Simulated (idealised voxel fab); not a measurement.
A process module follows: voxel wiring stack.
Each square cell in cross-section cut measures 5 nm, and the section as a whole is 270 nm wide.
Cross-section spec: square-cell grid; bands listed top down; each band is one or more rows.
It is stipulated that each band's entry specify, in nanometres, the height of the top of the band and then that of its bottom, followed by the materials of the band in left-to-right sequence, each together with its width in nanometres. A single material marked by the word "everywhere" is understood to fill the band from edge to edge; the word "empty" is understood to denote empty space.
Height datum 0, below which the as-received substrate wafer is one material. Lowest band open at the bottom, running downward: "z 0 and below".
So if you see something like "30->40" for the width, read it as the top row of the band sitting at the first number and the bottom row at the second, with every row in between moving by the same amount as the last.
It should be understood that the words "identical to before", when stated for a given step, signify that the cross-section underwent no change in any of its cells during that step.
In "Closed internal cavities" the enclosed voids are listed, meaning empty spaces of 8 cells or larger without any opening to the top. The form is width x height at distance, distance from the left edge, units nm.
What comes after the settings on a step's line is commentary from the simulator itself on that step.
Regarding "overlay nm": on a step with a mask, it is the distance the mask lay to the right of its planned place; a negative value places it to the left.

Planned process steps:
1) RECEIVE with material Si
2) CONFORMAL_DEP with material SiO2, thk nm 15
3) CONFORMAL_DEP with material SiCN, thk nm 5
4) DIRECTIONAL_DEP with material SiO2, thk nm 15
5) PATTERN with tone open, mask id METAL_1, material resist, width nm 20, pitch nm 45, thk nm 15, overlay nm 0
6) DIRECTIONAL_ETCH with etch materials SiO2, depth nm 15
7) DIRECTIONAL_ETCH with etch materials SiCN, depth nm 5
8) STRIP with etch materials resist
9) CONFORMAL_DEP with material TiN, thk nm 5
10) FILL_DEP with material Cu, thk nm 10
11) CMP with height nm 35
12) CONFORMAL_DEP with material SiCN, thk nm 5
13) DIRECTIONAL_DEP with material SiO2, thk nm 35
14) PATTERN with tone open, mask id METAL_2_HOLES, material resist, width nm 15, pitch nm 90, thk nm 15, overlay nm 0
15) DIRECTIONAL_ETCH with etch materials SiO2, depth nm 35
16) STRIP with etch materials resist
17) PATTERN with tone open, mask id METAL_2, material resist, width nm 15, pitch nm 45, thk nm 15, overlay nm 0
18) DIRECTIONAL_ETCH with etch materials SiO2, depth nm 20
19) DIRECTIONAL_ETCH with etch materials SiCN, depth nm 5
20) STRIP with etch materials resist
21) CONFORMAL_DEP with material TiN, thk nm 5
22) FILL_DEP with material Cu, thk nm 5
23) CMP with height nm 75
24) CONFORMAL_DEP with material SiCN, thk nm 5
For this document, wafers share an identical start and vary in the step 17 width nm; the plan quotes the first wafer's value.

Incoming state of the first of several wafers in cross-section: after step 1:
- z 0 and below: Si everywhere
- Closed internal cavities: none

Take a look at the first of several wafers in cross-section: the module is done, and step 24 was its last step:
- z 80 to 75: SiCN everywhere
- z 75 to 60: 80 nm SiO2, 5 nm TiN, 10 nm Cu, 5 nm TiN, 30 nm SiO2, 5 nm TiN, 5 nm Cu, 5 nm TiN, 25 nm SiO2, 5 nm TiN, 10 nm Cu, 5 nm TiN, 80 nm SiO2
- z 60 to 55: 80 nm SiO2, 5 nm TiN, 5 nm Cu, 10 nm TiN, 30 nm SiO2, 15 nm TiN, 25 nm SiO2, 5 nm TiN, 5 nm Cu, 10 nm TiN, 80 nm SiO2
- z 55 to 45: 80 nm SiO2, 5 nm TiN, 5 nm Cu, 5 nm TiN, 75 nm SiO2, 5 nm TiN, 5 nm Cu, 5 nm TiN, 85 nm SiO2
- z 45 to 40: 80 nm SiO2, 15 nm TiN, 75 nm SiO2, 15 nm TiN, 85 nm SiO2
- z 40 to 35: 85 nm SiCN, 10 nm TiN, 80 nm SiCN, 10 nm TiN, 85 nm SiCN
- z 35 to 20: 80 nm SiO2, 5 nm TiN, 10 nm Cu, 5 nm TiN, 25 nm SiO2, 5 nm TiN, 10 nm Cu, 5 nm TiN, 25 nm SiO2, 5 nm TiN, 10 nm Cu, 5 nm TiN, 80 nm SiO2
- z 20 to 15: 80 nm SiCN, 20 nm TiN, 25 nm SiCN, 20 nm TiN, 25 nm SiCN, 20 nm TiN, 80 nm SiCN
- z 15 to 0: SiO2 everywhere
- z 0 and below: Si everywhere
- Closed internal cavities: none

So this is the cross-section on the last wafer at the end of the module:
- z 80 to 75: SiCN everywhere
- z 75 to 60: 75 nm SiO2, 5 nm TiN, 20 nm Cu, 5 nm TiN, 15 nm SiO2, 5 nm TiN, 20 nm Cu, 5 nm TiN, 15 nm SiO2, 5 nm TiN, 20 nm Cu, 5 nm TiN, 75 nm SiO2
- z 60 to 55: 75 nm SiO2, 10 nm TiN, 5 nm Cu, 15 nm TiN, 15 nm SiO2, 30 nm TiN, 15 nm SiO2, 10 nm TiN, 5 nm Cu, 15 nm TiN, 75 nm SiO2
- z 55 to 40: 80 nm SiO2, 5 nm TiN, 5 nm Cu, 5 nm TiN, 75 nm SiO2, 5 nm TiN, 5 nm Cu, 5 nm TiN, 85 nm SiO2
- z 40 to 35: 80 nm SiCN, 15 nm TiN, 75 nm SiCN, 15 nm TiN, 85 nm SiCN
- z 35 to 20: 80 nm SiO2, 5 nm TiN, 10 nm Cu, 5 nm TiN, 25 nm SiO2, 5 nm TiN, 10 nm Cu, 5 nm TiN, 25 nm SiO2, 5 nm TiN, 10 nm Cu, 5 nm TiN, 80 nm SiO2
- z 20 to 15: 80 nm SiCN, 20 nm TiN, 25 nm SiCN, 20 nm TiN, 25 nm SiCN, 20 nm TiN, 80 nm SiCN
- z 15 to 0: SiO2 everywhere
- z 0 and below: Si everywhere
- Closed internal cavities: none

Tabulated below, wafer by wafer, are the end-of-module results: for each material, the number of cells gained (+) or lost (-) relative to the as-received state, followed by the closed voids:
width nm 15 | +39 Cu | +146 SiCN | +604 SiO2 | +75 TiN | Closed internal cavities: none
width nm 20 | +44 Cu | +144 SiCN | +600 SiO2 | +76 TiN | Closed internal cavities: none
width nm 25 | +53 Cu | +144 SiCN | +588 SiO2 | +79 TiN | Closed internal cavities: none
width nm 30 | +62 Cu | +144 SiCN | +576 SiO2 | +82 TiN | Closed internal cavities: none
